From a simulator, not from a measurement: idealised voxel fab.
The process module that follows is named voxel self aligned contacts.
Xsec cut, 160 nm wide, square cell size 5 nm.
Cross-section, as written here: a square-cell grid given band by band from the top down, where a band holds one or more rows of cells. Per band: top height and bottom height in nm, followed by the left-to-right materials and their widths in nm; "everywhere" marks a single material spanning edge to edge, "empty" marks empty space. It should be noted that heights are counted from 0, beneath which the wafer as supplied is of one material throughout, and that the lowest band possesses no lower boundary but continues downward, as written in "0 and below". Think of "30 to 40" as a width that walks from the first number to the second as you go down the band, top row to bottom row, taking equal-sized steps from row to row. "same as before" -> step changed no cross-section cell. "Trapped cavities": sealed empty spaces, 8 cells or more, no open way to top, listed width x height at distance, with distance from the left edge and width, height and distance in nm. Heads up: the bit after the settings on a step's line is the simulator's remark on that step. You can add "overlay nm" to a step's line. For a step with a mask, it describes how far the mask lay to the right of its planned position, and a negative number describes a lay to the left.
SET OUT BELOW ARE THE PLANNED STEPS OF THE PROCESS
1. RECEIVE with material Si
2. CONFORMAL_DEP with material SiO2, thk nm 5
3. DIRECTIONAL_DEP with material polySi, thk nm 30
4. DIRECTIONAL_DEP with material SiN, thk nm 20
5. MASKED_ETCH with tone cover, mask id GATE, width nm 30, pitch nm 60, etch materials SiN, depth nm 20, overlay nm 0
6. MASKED_ETCH with tone cover, mask id GATE, width nm 30, pitch nm 60, etch materials polySi, depth nm 30, overlay nm 0
7. CONFORMAL_DEP with material SiN, thk nm 5
8. DIRECTIONAL_ETCH with etch materials SiN, depth nm 5
9. FILL_DEP with material SiO2, thk nm 20
10. CMP with height nm 65
11. DIRECTIONAL_DEP with material aC, thk nm 10
12. PATTERN with tone open, mask id CONTACT, material resist, width nm 40, thk nm 25, overlay nm 0
13. DIRECTIONAL_ETCH with etch materials aC, depth nm 10
14. STRIP with etch materials resist
15. DIRECTIONAL_ETCH with etch materials SiO2, depth nm 65
16. STRIP with etch materials aC
17. CONFORMAL_DEP with material TiN, thk nm 5
18. FILL_DEP with material Ru, thk nm 5
19. CMP with height nm 65
20. CONFORMAL_DEP with material SiCN, thk nm 5
CROSS-SECTION, INCOMING MATERIAL, AFTER STEP 1
	0 and below | Si everywhere
	Trapped cavities: none
SAME STARTING WAFER, SAME PLAN AS ABOVE, ONE MISTAKE IN THE EXECUTION; THIS IS THE CROSS-SECTION AT THE END OF THE MODULE
	70 down to 65 | SiCN everywhere
	65 down to 40 | 30 of SiO2, then 5 of SiN, then 30 of polySi, then 5 of SiN, then 5 of TiN, then 10 of Ru, then 5 of TiN, then 5 of SiN, then 30 of polySi, then 5 of SiN, then 30 of SiO2
	40 down to 35 | 30 of SiO2, then 5 of SiN, then 30 of polySi, then 5 of SiN, then 20 of TiN, then 5 of SiN, then 30 of polySi, then 5 of SiN, then 30 of SiO2
	35 down to 5 | polySi everywhere
	5 down to 0 | SiO2 everywhere
	0 and below | Si everywhere
	Trapped cavities: none
Short version of what went wrong: step 3 of the plan was twice carried out
